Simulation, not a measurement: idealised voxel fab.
process module | voxel wiring stack
cross-section cut | 215 nm wide | cells 5 nm
A cross-section is a grid of square cells, given in bands from the top down. A band is one or more rows of cells.
Each band's line starts with the height of the band's top and of its bottom, in nm. Then come its materials from left to right, each with its width in nm. One material with "throughout" fills the band from edge to edge. "air" is empty space.
Height 0 is the level under which the wafer as received is all one material. The lowest band goes on downwards, as in "0 down".
A width such as "30 to 40" changes by the same amount from each row of cells to the next, from the band's top row to its bottom row.
"no change" after a step means that no cell of the cross-section changed.
closed voids: empty space of 8 cells or more with no open way to the top, each as width x height at its distance from the left edge, in nm
after a step's settings: what the simulator itself notes on the step
overlay nm, on a step with a mask: how far to the right of its planned place the mask lay; to the left if negative
plan
1 op RECEIVE | material Si
2 op CONFORMAL_DEP | material SiO2 | thk nm 15
3 op DIRECTIONAL_DEP | material TiN | thk nm 5
4 op DIRECTIONAL_DEP | material Ru | thk nm 25
5 op PATTERN | tone cover | mask id METAL_1 | material resist | width nm 25 | pitch nm 45 | thk nm 20 | overlay nm 0
6 op DIRECTIONAL_ETCH | etch materials Ru | depth nm 25
7 op DIRECTIONAL_ETCH | etch materials TiN | depth nm 5
8 op STRIP | etch materials resist
9 op FILL_DEP | material lowk | thk nm 5
10 op CMP | height nm 45
11 op CONFORMAL_DEP | material SiCN | thk nm 5
12 op DIRECTIONAL_DEP | material lowk | thk nm 20
13 op PATTERN | tone open | mask id PLUG_1 | material resist | width nm 15 | pitch nm 45 | thk nm 20 | overlay nm 0
14 op DIRECTIONAL_ETCH | etch materials lowk | depth nm 20
15 op DIRECTIONAL_ETCH | etch materials SiCN | depth nm 5
16 op STRIP | etch materials resist
17 op EPI | material Ru | thk nm 10
18 op EPI | material Ru | thk nm 10
19 op EPI | material Ru | thk nm 5
20 op DIRECTIONAL_DEP | material TiN | thk nm 5
21 op DIRECTIONAL_DEP | material W | thk nm 15
22 op PATTERN | tone cover | mask id METAL_2 | material resist | width nm 25 | pitch nm 45 | thk nm 15 | overlay nm 0
23 op DIRECTIONAL_ETCH | etch materials W | depth nm 15
24 op DIRECTIONAL_ETCH | etch materials TiN | depth nm 5
25 op STRIP | etch materials resist
26 op CONFORMAL_DEP | material SiN | thk nm 5
27 op FILL_DEP | material SiO2 | thk nm 5
28 op CMP | height nm 90
29 op CONFORMAL_DEP | material SiN | thk nm 5
as received, after step 1
  0 down: Si throughout
  closed voids: none
first wafer at the end, as planned
  95 to 90: SiN throughout
  90 to 75: SiO2 45 | SiN 5 | W 25 | SiN 5 | SiO2 10 | SiN 5 | W 25 | SiN 5 | SiO2 10 | SiN 5 | W 25 | SiN 5 | SiO2 45
  75 to 70: SiN 50 | TiN 25 | SiN 20 | TiN 25 | SiN 20 | TiN 25 | SiN 50
  70 to 50: lowk 50 | Ru 15 | lowk 30 | Ru 15 | lowk 30 | Ru 15 | lowk 60
  50 to 45: SiCN 50 | Ru 15 | SiCN 30 | Ru 15 | SiCN 30 | Ru 15 | SiCN 60
  45 to 20: lowk 50 | Ru 25 | lowk 20 | Ru 25 | lowk 20 | Ru 25 | lowk 50
  20 to 15: lowk 50 | TiN 25 | lowk 20 | TiN 25 | lowk 20 | TiN 25 | lowk 50
  15 to 0: SiO2 throughout
  0 down: Si throughout
  closed voids: none
second wafer at the end: like start, like plan, one mistake
  95 to 90: SiN throughout
  90 to 85: SiO2 45 | SiN 5 | W 25 | SiN 5 | SiO2 10 | SiN 5 | W 25 | SiN 5 | SiO2 10 | SiN 5 | W 25 | SiN 5 | SiO2 45
  85 to 80: SiN 50 | W 25 | SiN 20 | W 25 | SiN 20 | W 25 | SiN 50
  80 to 75: Ru 55 | W 5 | Ru 40 | W 5 | Ru 40 | W 5 | Ru 65
  75 to 70: TiN 50 | Ru 15 | TiN 30 | Ru 15 | TiN 30 | Ru 15 | TiN 60
  70 to 65: lowk 50 | TiN 15 | lowk 30 | TiN 15 | lowk 30 | TiN 15 | lowk 60
  65 to 50: lowk 50 | Ru 15 | lowk 30 | Ru 15 | lowk 30 | Ru 15 | lowk 60
  50 to 45: SiCN 50 | Ru 15 | SiCN 30 | Ru 15 | SiCN 30 | Ru 15 | SiCN 60
  45 to 20: lowk 50 | Ru 25 | lowk 20 | Ru 25 | lowk 20 | Ru 25 | lowk 50
  20 to 15: lowk 50 | TiN 25 | lowk 20 | TiN 25 | lowk 20 | TiN 25 | lowk 50
  15 to 0: SiO2 throughout
  0 down: Si throughout
  closed voids: none
what went wrong: steps 19 and 20 were swapped
at the end the second wafer has, in cells: 40 more of Ru | 12 fewer of SiN | 44 fewer of SiO2 | 28 more of TiN | 12 fewer of W
